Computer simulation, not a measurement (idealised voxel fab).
The following is a process module called voxel transistor to metal.
The figure presents cross-section cut, which has a width of 205 nm and is divided into square cells with an edge length of 5 nm.
In what follows, cross-sections appear as grids of square cells, described through bands that run from the top down, where every band is one or more rows of cells.
The band entry comprises the height of the band's top followed by the height of its bottom, expressed in nm, and subsequently the band's materials from left to right, each stated together with its width in nm. Where a single material is marked with the word "throughout", that material fills the band from edge to edge. The word "empty" represents empty space.
A quick word on heights: they are counted from 0, and under that level the wafer as it came to us is one material throughout. The lowest band is different from the rest in having no bottom; it simply continues downward, written as in "0..down".
The width entry "30->40" should be interpreted row by row: the top row of cells in the band takes the first number, the bottom row takes the second number, and the change between adjacent rows is uniform throughout.
No cell of the cross-section changed in a step that is given as "changes: none".
Empty spaces counting at least 8 cells and having no open way to the top are listed in "Closed voids list". The notation width x height at distance is used for each, the distance being from the left edge and all three values in nm.
On each step's line, the part that comes after the settings is the simulator's own comment on the step.
For masked steps, "overlay nm" on the step line gives how far right of plan the mask actually lay; a minus sign means it lay to the left.
## Process steps - plan
1,RECEIVE | material Si
2,CONFORMAL_DEP | material SiO2 | thk nm 5
3,CONFORMAL_DEP | material SiN | thk nm 10
4,DIRECTIONAL_DEP | material aC | thk nm 15
5,PATTERN | tone cover | mask id ACTIVE | material resist | width nm 110 | thk nm 35 | overlay nm 0
6,DIRECTIONAL_ETCH | etch materials aC | depth nm 15
7,STRIP | etch materials resist
8,DIRECTIONAL_ETCH | etch materials SiN | depth nm 10
9,DIRECTIONAL_ETCH | etch materials SiO2 | depth nm 5
10,DIRECTIONAL_ETCH | etch materials Si | depth nm 35
11,STRIP | etch materials aC
12,OXIDIZE | depth nm 5
13,FILL_DEP | material SiO2 | thk nm 10
14,CMP | height nm 15
15,SELECTIVE_ETCH | etch materials SiO2 | depth nm 10
16,STRIP | etch materials SiN
17,SELECTIVE_ETCH | etch materials SiO2 | depth nm 5
18,OXIDIZE | depth nm 5
19,DIRECTIONAL_DEP | material polySi | thk nm 25
20,DIRECTIONAL_DEP | material SiCN | thk nm 10
21,DIRECTIONAL_DEP | material aC | thk nm 10
22,PATTERN | tone cover | mask id GATE | material resist | width nm 20 | thk nm 25 | overlay nm 0
23,DIRECTIONAL_ETCH | etch materials aC | depth nm 10
24,STRIP | etch materials resist
25,DIRECTIONAL_ETCH | etch materials SiCN | depth nm 20
26,DIRECTIONAL_ETCH | etch materials polySi | depth nm 35
27,STRIP | etch materials aC
28,CONFORMAL_DEP | material SiO2 | thk nm 5
29,DIRECTIONAL_ETCH | etch materials SiO2 | depth nm 5
30,CONFORMAL_DEP | material SiN | thk nm 10
31,DIRECTIONAL_ETCH | etch materials SiN | depth nm 10
32,DIRECTIONAL_ETCH | etch materials SiO2 | depth nm 5
33,EPI | material pSi | thk nm 5
34,FILL_DEP | material SiO2 | thk nm 10
35,CMP | height nm 35
36,DIRECTIONAL_DEP | material SiO2 | thk nm 15
37,MASKED_ETCH | tone open | mask id CONTACT | width nm 30 | pitch nm 60 | etch materials SiO2 | depth nm 50 | overlay nm 0
38,CONFORMAL_DEP | material TiN | thk nm 5
39,FILL_DEP | material Ru | thk nm 5
40,CMP | height nm 50
41,CONFORMAL_DEP | material SiCN | thk nm 5
42,DIRECTIONAL_DEP | material SiO2 | thk nm 15
43,MASKED_ETCH | tone open | mask id METAL_1 | width nm 15 | pitch nm 75 | etch materials SiO2 | depth nm 15 | overlay nm 0
44,MASKED_ETCH | tone open | mask id METAL_1 | width nm 15 | pitch nm 75 | etch materials SiCN | depth nm 5 | overlay nm 0
45,CONFORMAL_DEP | material TiN | thk nm 5
46,FILL_DEP | material Ru | thk nm 10
47,CMP | height nm 70
48,CONFORMAL_DEP | material SiCN | thk nm 5
49,DIRECTIONAL_DEP | material SiO2 | thk nm 30
50,PATTERN | tone open | mask id METAL_2 | material resist | width nm 15 | pitch nm 75 | thk nm 15 | overlay nm 0
51,DIRECTIONAL_ETCH | etch materials SiO2 | depth nm 20
52,STRIP | etch materials resist
53,MASKED_ETCH | tone open | mask id METAL_2_HOLES | width nm 15 | pitch nm 75 | etch materials SiO2 | depth nm 10 | overlay nm 0
54,MASKED_ETCH | tone open | mask id METAL_2_HOLES | width nm 15 | pitch nm 75 | etch materials SiCN | depth nm 5 | overlay nm 0
55,CONFORMAL_DEP | material TiN | thk nm 5
56,FILL_DEP | material Ru | thk nm 10
57,CMP | height nm 105
58,CONFORMAL_DEP | material SiCN | thk nm 5
## The following pertains to the first of two wafers, which was processed as planned
## Wafer cross-section on receipt, i.e. after step 1
	0..down  Si throughout
	Closed voids list: none
## You're looking at a cross-section of the wafer after step 2
	5..0  SiO2 throughout
	Unchanged below 0.
## You're looking at a cross-section of the wafer after step 3
	15..5  SiN throughout
	Unchanged below 5.
## You're looking at a cross-section of the wafer after step 4
	30..15  aC throughout
	Unchanged below 15.
## You're looking at a cross-section of the wafer after step 5
	65..30  empty: 45  resist: 110  empty: 50
	Unchanged below 30.
## You're looking at a cross-section of the wafer after step 6
	50..30  empty: 45  resist: 110  empty: 50
	30..15  empty: 45  aC: 110  empty: 50
	Unchanged below 15.
## You're looking at a cross-section of the wafer after step 7
	30..15  empty: 45  aC: 110  empty: 50
	Unchanged below 15.
## You're looking at a cross-section of the wafer after step 8
	30..15  empty: 45  aC: 110  empty: 50
	15..5  empty: 45  SiN: 110  empty: 50
	Unchanged below 5.
## You're looking at a cross-section of the wafer after step 9
	30..15  empty: 45  aC: 110  empty: 50
	15..5  empty: 45  SiN: 110  empty: 50
	5..0  empty: 45  SiO2: 110  empty: 50
	Unchanged below 0.
## You're looking at a cross-section of the wafer after step 10
	30..15  empty: 45  aC: 110  empty: 50
	15..5  empty: 45  SiN: 110  empty: 50
	5..0  empty: 45  SiO2: 110  empty: 50
	0..-35  empty: 45  Si: 110  empty: 50
	Unchanged below -35.
## You're looking at a cross-section of the wafer after step 11
	15..5  empty: 45  SiN: 110  empty: 50
	Unchanged below 5.
## You're looking at a cross-section of the wafer after step 12
	15..5  empty: 45  SiN: 110  empty: 50
	5..0  empty: 45  SiO2: 110  empty: 50
	0..-35  empty: 45  SiO2: 5  Si: 100  SiO2: 5  empty: 50
	-35..-40  SiO2: 50  Si: 100  SiO2: 55
	Unchanged below -40.
## You're looking at a cross-section of the wafer after step 13
	25..15  SiO2 throughout
	15..5  SiO2: 45  SiN: 110  SiO2: 50
	5..0  SiO2 throughout
	0..-40  SiO2: 50  Si: 100  SiO2: 55
	Unchanged below -40.
## You're looking at a cross-section of the wafer after step 14
	15..5  SiO2: 45  SiN: 110  SiO2: 50
	Unchanged below 5.
## You're looking at a cross-section of the wafer after step 15
	15..5  empty: 45  SiN: 110  empty: 50
	Unchanged below 5.
## You're looking at a cross-section of the wafer after step 16
	5..0  SiO2 throughout
	Unchanged below 0.
## You're looking at a cross-section of the wafer after step 17
	0..-40  SiO2: 50  Si: 100  SiO2: 55
	Unchanged below -40.
## You're looking at a cross-section of the wafer after step 18
	0..-5  SiO2 throughout
	Unchanged below -5.
## You're looking at a cross-section of the wafer after step 19
	25..0  polySi throughout
	Unchanged below 0.
## You're looking at a cross-section of the wafer after step 20
	35..25  SiCN throughout
	Unchanged below 25.
## You're looking at a cross-section of the wafer after step 21
	45..35  aC throughout
	Unchanged below 35.
## You're looking at a cross-section of the wafer after step 22
	70..45  empty: 90  resist: 20  empty: 95
	Unchanged below 45.
## You're looking at a cross-section of the wafer after step 23
	60..45  empty: 90  resist: 20  empty: 95
	45..35  empty: 90  aC: 20  empty: 95
	Unchanged below 35.
## You're looking at a cross-section of the wafer after step 24
	45..35  empty: 90  aC: 20  empty: 95
	Unchanged below 35.
## You're looking at a cross-section of the wafer after step 25
	45..35  empty: 90  aC: 20  empty: 95
	35..25  empty: 90  SiCN: 20  empty: 95
	Unchanged below 25.
## You're looking at a cross-section of the wafer after step 26
	45..35  empty: 90  aC: 20  empty: 95
	35..25  empty: 90  SiCN: 20  empty: 95
	25..0  empty: 90  polySi: 20  empty: 95
	Unchanged below 0.
## You're looking at a cross-section of the wafer after step 27
	35..25  empty: 90  SiCN: 20  empty: 95
	Unchanged below 25.
## You're looking at a cross-section of the wafer after step 28
	40..35  empty: 85  SiO2: 30  empty: 90
	35..25  empty: 85  SiO2: 5  SiCN: 20  SiO2: 5  empty: 90
	25..5  empty: 85  SiO2: 5  polySi: 20  SiO2: 5  empty: 90
	5..0  SiO2: 90  polySi: 20  SiO2: 95
	Unchanged below 0.
## You're looking at a cross-section of the wafer after step 29
	35..25  empty: 85  SiO2: 5  SiCN: 20  SiO2: 5  empty: 90
	25..0  empty: 85  SiO2: 5  polySi: 20  SiO2: 5  empty: 90
	Unchanged below 0.
## You're looking at a cross-section of the wafer after step 30
	45..35  empty: 75  SiN: 50  empty: 80
	35..25  empty: 75  SiN: 10  SiO2: 5  SiCN: 20  SiO2: 5  SiN: 10  empty: 80
	25..10  empty: 75  SiN: 10  SiO2: 5  polySi: 20  SiO2: 5  SiN: 10  empty: 80
	10..0  SiN: 85  SiO2: 5  polySi: 20  SiO2: 5  SiN: 90
	Unchanged below 0.
## You're looking at a cross-section of the wafer after step 31
	35..25  empty: 75  SiN: 10  SiO2: 5  SiCN: 20  SiO2: 5  SiN: 10  empty: 80
	25..0  empty: 75  SiN: 10  SiO2: 5  polySi: 20  SiO2: 5  SiN: 10  empty: 80
	Unchanged below 0.
## You're looking at a cross-section of the wafer after step 32
	35..30  empty: 75  SiN: 10  empty: 5  SiCN: 20  empty: 5  SiN: 10  empty: 80
	30..25  empty: 75  SiN: 10  SiO2: 5  SiCN: 20  SiO2: 5  SiN: 10  empty: 80
	25..0  empty: 75  SiN: 10  SiO2: 5  polySi: 20  SiO2: 5  SiN: 10  empty: 80
	0..-5  empty: 75  SiO2: 50  empty: 80
	Unchanged below -5.
## You're looking at a cross-section of the wafer after step 33
	35..30  empty: 75  SiN: 10  empty: 5  SiCN: 20  empty: 5  SiN: 10  empty: 80
	30..25  empty: 75  SiN: 10  SiO2: 5  SiCN: 20  SiO2: 5  SiN: 10  empty: 80
	25..0  empty: 75  SiN: 10  SiO2: 5  polySi: 20  SiO2: 5  SiN: 10  empty: 80
	0..-5  empty: 45  pSi: 30  SiO2: 50  pSi: 30  empty: 50
	Unchanged below -5.
## You're looking at a cross-section of the wafer after step 34
	45..35  SiO2 throughout
	35..25  SiO2: 75  SiN: 10  SiO2: 5  SiCN: 20  SiO2: 5  SiN: 10  SiO2: 80
	25..0  SiO2: 75  SiN: 10  SiO2: 5  polySi: 20  SiO2: 5  SiN: 10  SiO2: 80
	0..-5  SiO2: 45  pSi: 30  SiO2: 50  pSi: 30  SiO2: 50
	Unchanged below -5.
## You're looking at a cross-section of the wafer after step 35
	35..25  SiO2: 75  SiN: 10  SiO2: 5  SiCN: 20  SiO2: 5  SiN: 10  SiO2: 80
	Unchanged below 25.
## You're looking at a cross-section of the wafer after step 36
	50..35  SiO2 throughout
	Unchanged below 35.
## You're looking at a cross-section of the wafer after step 37
	50..35  SiO2: 55  empty: 30  SiO2: 30  empty: 30  SiO2: 60
	35..25  SiO2: 55  empty: 20  SiN: 10  SiO2: 5  SiCN: 20  SiO2: 5  SiN: 10  empty: 20  SiO2: 60
	25..0  SiO2: 55  empty: 20  SiN: 10  SiO2: 5  polySi: 20  SiO2: 5  SiN: 10  empty: 20  SiO2: 60
	Unchanged below 0.
## You're looking at a cross-section of the wafer after step 38
	55..50  TiN: 60  empty: 20  TiN: 40  empty: 20  TiN: 65
	50..40  SiO2: 55  TiN: 5  empty: 20  TiN: 5  SiO2: 30  TiN: 5  empty: 20  TiN: 5  SiO2: 60
	40..35  SiO2: 55  TiN: 5  empty: 10  TiN: 15  SiO2: 30  TiN: 15  empty: 10  TiN: 5  SiO2: 60
	35..25  SiO2: 55  TiN: 5  empty: 10  TiN: 5  SiN: 10  SiO2: 5  SiCN: 20  SiO2: 5  SiN: 10  TiN: 5  empty: 10  TiN: 5  SiO2: 60
	25..5  SiO2: 55  TiN: 5  empty: 10  TiN: 5  SiN: 10  SiO2: 5  polySi: 20  SiO2: 5  SiN: 10  TiN: 5  empty: 10  TiN: 5  SiO2: 60
	5..0  SiO2: 55  TiN: 20  SiN: 10  SiO2: 5  polySi: 20  SiO2: 5  SiN: 10  TiN: 20  SiO2: 60
	Unchanged below 0.
## You're looking at a cross-section of the wafer after step 39
	60..55  Ru throughout
	55..50  TiN: 60  Ru: 20  TiN: 40  Ru: 20  TiN: 65
	50..40  SiO2: 55  TiN: 5  Ru: 20  TiN: 5  SiO2: 30  TiN: 5  Ru: 20  TiN: 5  SiO2: 60
	40..35  SiO2: 55  TiN: 5  Ru: 10  TiN: 15  SiO2: 30  TiN: 15  Ru: 10  TiN: 5  SiO2: 60
	35..25  SiO2: 55  TiN: 5  Ru: 10  TiN: 5  SiN: 10  SiO2: 5  SiCN: 20  SiO2: 5  SiN: 10  TiN: 5  Ru: 10  TiN: 5  SiO2: 60
	25..5  SiO2: 55  TiN: 5  Ru: 10  TiN: 5  SiN: 10  SiO2: 5  polySi: 20  SiO2: 5  SiN: 10  TiN: 5  Ru: 10  TiN: 5  SiO2: 60
	Unchanged below 5.
## You're looking at a cross-section of the wafer after step 40
	50..40  SiO2: 55  TiN: 5  Ru: 20  TiN: 5  SiO2: 30  TiN: 5  Ru: 20  TiN: 5  SiO2: 60
	Unchanged below 40.
## You're looking at a cross-section of the wafer after step 41
	55..50  SiCN throughout
	Unchanged below 50.
## You're looking at a cross-section of the wafer after step 42
	70..55  SiO2 throughout
	Unchanged below 55.
## You're looking at a cross-section of the wafer after step 43
	70..55  SiO2: 55  empty: 15  SiO2: 60  empty: 15  SiO2: 60
	Unchanged below 55.
## You're looking at a cross-section of the wafer after step 44
	70..55  SiO2: 55  empty: 15  SiO2: 60  empty: 15  SiO2: 60
	55..50  SiCN: 55  empty: 15  SiCN: 60  empty: 15  SiCN: 60
	Unchanged below 50.
## You're looking at a cross-section of the wafer after step 45
	75..70  TiN: 60  empty: 5  TiN: 70  empty: 5  TiN: 65
	70..55  SiO2: 55  TiN: 5  empty: 5  TiN: 5  SiO2: 60  TiN: 5  empty: 5  TiN: 5  SiO2: 60
	55..50  SiCN: 55  TiN: 15  SiCN: 60  TiN: 15  SiCN: 60
	Unchanged below 50.
## You're looking at a cross-section of the wafer after step 46
	85..75  Ru throughout
	75..70  TiN: 60  Ru: 5  TiN: 70  Ru: 5  TiN: 65
	70..55  SiO2: 55  TiN: 5  Ru: 5  TiN: 5  SiO2: 60  TiN: 5  Ru: 5  TiN: 5  SiO2: 60
	Unchanged below 55.
## You're looking at a cross-section of the wafer after step 47
	70..55  SiO2: 55  TiN: 5  Ru: 5  TiN: 5  SiO2: 60  TiN: 5  Ru: 5  TiN: 5  SiO2: 60
	Unchanged below 55.
## You're looking at a cross-section of the wafer after step 48
	75..70  SiCN throughout
	Unchanged below 70.
## You're looking at a cross-section of the wafer after step 49
	105..75  SiO2 throughout
	Unchanged below 75.
## You're looking at a cross-section of the wafer after step 50
	120..105  resist: 55  empty: 15  resist: 60  empty: 15  resist: 60
	Unchanged below 105.
## You're looking at a cross-section of the wafer after step 51
	120..105  resist: 55  empty: 15  resist: 60  empty: 15  resist: 60
	105..85  SiO2: 55  empty: 15  SiO2: 60  empty: 15  SiO2: 60
	Unchanged below 85.
## You're looking at a cross-section of the wafer after step 52
	105..85  SiO2: 55  empty: 15  SiO2: 60  empty: 15  SiO2: 60
	Unchanged below 85.
## You're looking at a cross-section of the wafer after step 53
	105..75  SiO2: 55  empty: 15  SiO2: 60  empty: 15  SiO2: 60
	Unchanged below 75.
## You're looking at a cross-section of the wafer after step 54
	105..75  SiO2: 55  empty: 15  SiO2: 60  empty: 15  SiO2: 60
	75..70  SiCN: 55  empty: 15  SiCN: 60  empty: 15  SiCN: 60
	Unchanged below 70.
## You're looking at a cross-section of the wafer after step 55
	110..105  TiN: 60  empty: 5  TiN: 70  empty: 5  TiN: 65
	105..75  SiO2: 55  TiN: 5  empty: 5  TiN: 5  SiO2: 60  TiN: 5  empty: 5  TiN: 5  SiO2: 60
	75..70  SiCN: 55  TiN: 15  SiCN: 60  TiN: 15  SiCN: 60
	Unchanged below 70.
## You're looking at a cross-section of the wafer after step 56
	120..110  Ru throughout
	110..105  TiN: 60  Ru: 5  TiN: 70  Ru: 5  TiN: 65
	105..75  SiO2: 55  TiN: 5  Ru: 5  TiN: 5  SiO2: 60  TiN: 5  Ru: 5  TiN: 5  SiO2: 60
	Unchanged below 75.
## You're looking at a cross-section of the wafer after step 57
	105..75  SiO2: 55  TiN: 5  Ru: 5  TiN: 5  SiO2: 60  TiN: 5  Ru: 5  TiN: 5  SiO2: 60
	Unchanged below 75.
## You're looking at a cross-section of the wafer after step 58
	110..105  SiCN throughout
	Unchanged below 105.
## Wafer two. Same start, same plan, one slip in execution. Same as wafer one through step 28, inclusive
## X-section, second wafer, when step 29 was due to finish
	35..25  empty: 90  SiCN: 20  empty: 95
	25..0  empty: 85  SiO2: 5  polySi: 20  SiO2: 5  empty: 90
	0..-5  empty: 85  SiO2: 30  empty: 90
	-5..-10  empty: 50  Si: 100  empty: 55
	Unchanged below -10.
## X-section, second wafer, when step 30 was due to finish
	45..35  empty: 80  SiN: 40  empty: 85
	35..25  empty: 75  SiN: 15  SiCN: 20  SiN: 15  empty: 80
	25..5  empty: 75  SiN: 10  SiO2: 5  polySi: 20  SiO2: 5  SiN: 10  empty: 80
	5..0  empty: 40  SiN: 45  SiO2: 5  polySi: 20  SiO2: 5  SiN: 45  empty: 45
	0..-5  SiN: 85  SiO2: 30  SiN: 90
	-5..-10  SiN: 50  Si: 100  SiN: 55
	Unchanged below -10.
## X-section, second wafer, when step 31 was due to finish
	35..25  empty: 80  SiN: 10  SiCN: 20  SiN: 10  empty: 85
	25..0  empty: 75  SiN: 10  SiO2: 5  polySi: 20  SiO2: 5  SiN: 10  empty: 80
	0..-5  empty: 75  SiN: 10  SiO2: 30  SiN: 10  empty: 80
	-5..-10  empty: 40  SiN: 10  Si: 100  SiN: 10  empty: 45
	Unchanged below -10.
## X-section, second wafer, when step 32 was due to finish
	35..25  empty: 80  SiN: 10  SiCN: 20  SiN: 10  empty: 85
	25..0  empty: 75  SiN: 10  SiO2: 5  polySi: 20  SiO2: 5  SiN: 10  empty: 80
	0..-5  empty: 75  SiN: 10  SiO2: 30  SiN: 10  empty: 80
	-5..-10  empty: 40  SiN: 10  Si: 100  SiN: 10  empty: 45
	-10..-15  empty: 40  SiO2: 10  Si: 100  SiO2: 10  empty: 45
	Unchanged below -15.
## X-section, second wafer, when step 33 was due to finish
	35..25  empty: 80  SiN: 10  SiCN: 20  SiN: 10  empty: 85
	25..0  empty: 75  SiN: 10  SiO2: 5  polySi: 20  SiO2: 5  SiN: 10  empty: 80
	0..-5  empty: 45  pSi: 30  SiN: 10  SiO2: 30  SiN: 10  pSi: 30  empty: 50
	Unchanged below -5.
## X-section, second wafer, when step 34 was due to finish
	45..35  SiO2 throughout
	35..25  SiO2: 80  SiN: 10  SiCN: 20  SiN: 10  SiO2: 85
	25..0  SiO2: 75  SiN: 10  SiO2: 5  polySi: 20  SiO2: 5  SiN: 10  SiO2: 80
	0..-5  SiO2: 45  pSi: 30  SiN: 10  SiO2: 30  SiN: 10  pSi: 30  SiO2: 50
	-5..-10  SiO2: 40  SiN: 10  Si: 100  SiN: 10  SiO2: 45
	-10..-40  SiO2: 50  Si: 100  SiO2: 55
	Unchanged below -40.
## X-section, second wafer, when step 35 was due to finish
	35..25  SiO2: 80  SiN: 10  SiCN: 20  SiN: 10  SiO2: 85
	Unchanged below 25.
## X-section, second wafer, when step 36 was due to finish
	50..35  SiO2 throughout
	Unchanged below 35.
## X-section, second wafer, when step 37 was due to finish
	50..35  SiO2: 55  empty: 30  SiO2: 30  empty: 30  SiO2: 60
	35..25  SiO2: 55  empty: 25  SiN: 10  SiCN: 20  SiN: 10  empty: 25  SiO2: 60
	25..0  SiO2: 55  empty: 20  SiN: 10  SiO2: 5  polySi: 20  SiO2: 5  SiN: 10  empty: 20  SiO2: 60
	Unchanged below 0.
## X-section, second wafer, when step 38 was due to finish
	55..50  TiN: 60  empty: 20  TiN: 40  empty: 20  TiN: 65
	50..40  SiO2: 55  TiN: 5  empty: 20  TiN: 5  SiO2: 30  TiN: 5  empty: 20  TiN: 5  SiO2: 60
	40..35  SiO2: 55  TiN: 5  empty: 15  TiN: 10  SiO2: 30  TiN: 10  empty: 15  TiN: 5  SiO2: 60
	35..25  SiO2: 55  TiN: 5  empty: 15->10  TiN: 5->10  SiN: 10  SiCN: 20  SiN: 10  TiN: 5->10  empty: 15->10  TiN: 5  SiO2: 60
	25..5  SiO2: 55  TiN: 5  empty: 10  TiN: 5  SiN: 10  SiO2: 5  polySi: 20  SiO2: 5  SiN: 10  TiN: 5  empty: 10  TiN: 5  SiO2: 60
	5..0  SiO2: 55  TiN: 20  SiN: 10  SiO2: 5  polySi: 20  SiO2: 5  SiN: 10  TiN: 20  SiO2: 60
	Unchanged below 0.
## X-section, second wafer, when step 39 was due to finish
	60..55  Ru throughout
	55..50  TiN: 60  Ru: 20  TiN: 40  Ru: 20  TiN: 65
	50..40  SiO2: 55  TiN: 5  Ru: 20  TiN: 5  SiO2: 30  TiN: 5  Ru: 20  TiN: 5  SiO2: 60
	40..35  SiO2: 55  TiN: 5  Ru: 15  TiN: 10  SiO2: 30  TiN: 10  Ru: 15  TiN: 5  SiO2: 60
	35..25  SiO2: 55  TiN: 5  Ru: 15->10  TiN: 5->10  SiN: 10  SiCN: 20  SiN: 10  TiN: 5->10  Ru: 15->10  TiN: 5  SiO2: 60
	25..5  SiO2: 55  TiN: 5  Ru: 10  TiN: 5  SiN: 10  SiO2: 5  polySi: 20  SiO2: 5  SiN: 10  TiN: 5  Ru: 10  TiN: 5  SiO2: 60
	Unchanged below 5.
## X-section, second wafer, when step 40 was due to finish
	50..40  SiO2: 55  TiN: 5  Ru: 20  TiN: 5  SiO2: 30  TiN: 5  Ru: 20  TiN: 5  SiO2: 60
	Unchanged below 40.
## X-section, second wafer, when step 41 was due to finish
	55..50  SiCN throughout
	Unchanged below 50.
## X-section, second wafer, when step 42 was due to finish
	70..55  SiO2 throughout
	Unchanged below 55.
## X-section, second wafer, when step 43 was due to finish
	70..55  SiO2: 55  empty: 15  SiO2: 60  empty: 15  SiO2: 60
	Unchanged below 55.
## X-section, second wafer, when step 44 was due to finish
	70..55  SiO2: 55  empty: 15  SiO2: 60  empty: 15  SiO2: 60
	55..50  SiCN: 55  empty: 15  SiCN: 60  empty: 15  SiCN: 60
	Unchanged below 50.
## X-section, second wafer, when step 45 was due to finish
	75..70  TiN: 60  empty: 5  TiN: 70  empty: 5  TiN: 65
	70..55  SiO2: 55  TiN: 5  empty: 5  TiN: 5  SiO2: 60  TiN: 5  empty: 5  TiN: 5  SiO2: 60
	55..50  SiCN: 55  TiN: 15  SiCN: 60  TiN: 15  SiCN: 60
	Unchanged below 50.
## X-section, second wafer, when step 46 was due to finish
	85..75  Ru throughout
	75..70  TiN: 60  Ru: 5  TiN: 70  Ru: 5  TiN: 65
	70..55  SiO2: 55  TiN: 5  Ru: 5  TiN: 5  SiO2: 60  TiN: 5  Ru: 5  TiN: 5  SiO2: 60
	Unchanged below 55.
## X-section, second wafer, when step 47 was due to finish
	70..55  SiO2: 55  TiN: 5  Ru: 5  TiN: 5  SiO2: 60  TiN: 5  Ru: 5  TiN: 5  SiO2: 60
	Unchanged below 55.
## X-section, second wafer, when step 48 was due to finish
	75..70  SiCN throughout
	Unchanged below 70.
## X-section, second wafer, when step 49 was due to finish
	105..75  SiO2 throughout
	Unchanged below 75.
## X-section, second wafer, when step 50 was due to finish
	120..105  resist: 55  empty: 15  resist: 60  empty: 15  resist: 60
	Unchanged below 105.
## X-section, second wafer, when step 51 was due to finish
	120..105  resist: 55  empty: 15  resist: 60  empty: 15  resist: 60
	105..85  SiO2: 55  empty: 15  SiO2: 60  empty: 15  SiO2: 60
	Unchanged below 85.
## X-section, second wafer, when step 52 was due to finish
	105..85  SiO2: 55  empty: 15  SiO2: 60  empty: 15  SiO2: 60
	Unchanged below 85.
## X-section, second wafer, when step 53 was due to finish
	105..75  SiO2: 55  empty: 15  SiO2: 60  empty: 15  SiO2: 60
	Unchanged below 75.
## X-section, second wafer, when step 54 was due to finish
	105..75  SiO2: 55  empty: 15  SiO2: 60  empty: 15  SiO2: 60
	75..70  SiCN: 55  empty: 15  SiCN: 60  empty: 15  SiCN: 60
	Unchanged below 70.
## X-section, second wafer, when step 55 was due to finish
	110..105  TiN: 60  empty: 5  TiN: 70  empty: 5  TiN: 65
	105..75  SiO2: 55  TiN: 5  empty: 5  TiN: 5  SiO2: 60  TiN: 5  empty: 5  TiN: 5  SiO2: 60
	75..70  SiCN: 55  TiN: 15  SiCN: 60  TiN: 15  SiCN: 60
	Unchanged below 70.
## X-section, second wafer, when step 56 was due to finish
	120..110  Ru throughout
	110..105  TiN: 60  Ru: 5  TiN: 70  Ru: 5  TiN: 65
	105..75  SiO2: 55  TiN: 5  Ru: 5  TiN: 5  SiO2: 60  TiN: 5  Ru: 5  TiN: 5  SiO2: 60
	Unchanged below 75.
## X-section, second wafer, when step 57 was due to finish
	105..75  SiO2: 55  TiN: 5  Ru: 5  TiN: 5  SiO2: 60  TiN: 5  Ru: 5  TiN: 5  SiO2: 60
	Unchanged below 75.
## X-section, second wafer, when step 58 was due to finish
	110..105  SiCN throughout
	Unchanged below 105.
Against the plan, the run slipped here: in deviation from the planned setting, step 29 was conducted as DIRECTIONAL_ETCH | etch materials SiO2 | depth nm 15
Wrapping up, a cell-based count of both wafers puts the second over or under the first for these materials: +4 Ru | +8 SiN | -12 SiO2
